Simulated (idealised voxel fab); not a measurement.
Presented below is a process module, voxel double patterning.
Square cell edge 5 nm, section width 190 nm, ID cut.
In this document a cross-section is written as a grid of square cells. It is given as a series of bands, listed from the top down, and a band is one or more rows of cells. Look at the band entry: it leads with the top's height and the bottom's height in nm. Then it lists the materials left to right, with a width in nm for each. The word "all across" on a single material says that material fills the band edge to edge. The word "blank" is empty space. Heights from 0 (as-received wafer is one material below). Bottom band endless downward, as "0 nm and below". Width "30->40": first value at the band's top row of cells, second value at its bottom row, equal change from row to row. The designation "left unchanged", where it is given for a processing step, indicates that no cell of the cross-section was altered in the course of that step. Listed in "Voids lacking openings": every empty space of 8 or more cells without an open way to the top. Form: width x height at distance, the distance being from the left edge, all in nm. Heads up: the bit after the settings on a step's line is the simulator's remark on that step. "overlay nm" on a masked step: distance the mask lay right of its planned place, negative for left.
LIST OF PLANNED PROCESS STEPS
1. RECEIVE,material Si
2. CONFORMAL_DEP,material SiO2,thk nm 5
3. DIRECTIONAL_DEP,material W,thk nm 5
4. DIRECTIONAL_DEP,material SiN,thk nm 5
5. DIRECTIONAL_DEP,material aC,thk nm 15
6. PATTERN,tone open,mask id FIRST,material resist,width nm 15,pitch nm 50,thk nm 30,overlay nm 0
7. DIRECTIONAL_ETCH,etch materials aC,depth nm 15
8. STRIP,etch materials resist
9. DIRECTIONAL_ETCH,etch materials SiN,depth nm 5
10. STRIP,etch materials aC
11. PATTERN,tone open,mask id SECOND,material resist,width nm 15,pitch nm 50,thk nm 20,overlay nm 0
12. DIRECTIONAL_ETCH,etch materials SiN,depth nm 5
13. STRIP,etch materials resist
14. DIRECTIONAL_ETCH,etch materials W,depth nm 10
15. STRIP,etch materials SiN
For clarity, it should be stated that the wafers under discussion commence in an identical condition and differ with respect to the thk nm of step 3, the plan indicating the value that the first wafer had.
CROSS-SECTION: THE FIRST OF SEVERAL WAFERS IN ITS AS-RECEIVED STATE, I.E. FOLLOWING STEP 1
  0 nm and below = Si all across
  Voids lacking openings: none
WHERE EACH WAFER STANDS AT THE END OF THE MODULE, A ROW APIECE: CELLS OF EACH MATERIAL GAINED (+) OR LOST (-) SINCE IT WAS RECEIVED, THEN CLOSED VOIDS
thk nm 5 | +38 SiO2 | +23 W | Voids lacking openings: none
thk nm 10 | +38 SiO2 | +46 W | Voids lacking openings: none
thk nm 15 | +38 SiO2 | +84 W | Voids lacking openings: none
thk nm 20 | +38 SiO2 | +122 W | Voids lacking openings: none
thk nm 25 | +38 SiO2 | +160 W | Voids lacking openings: none
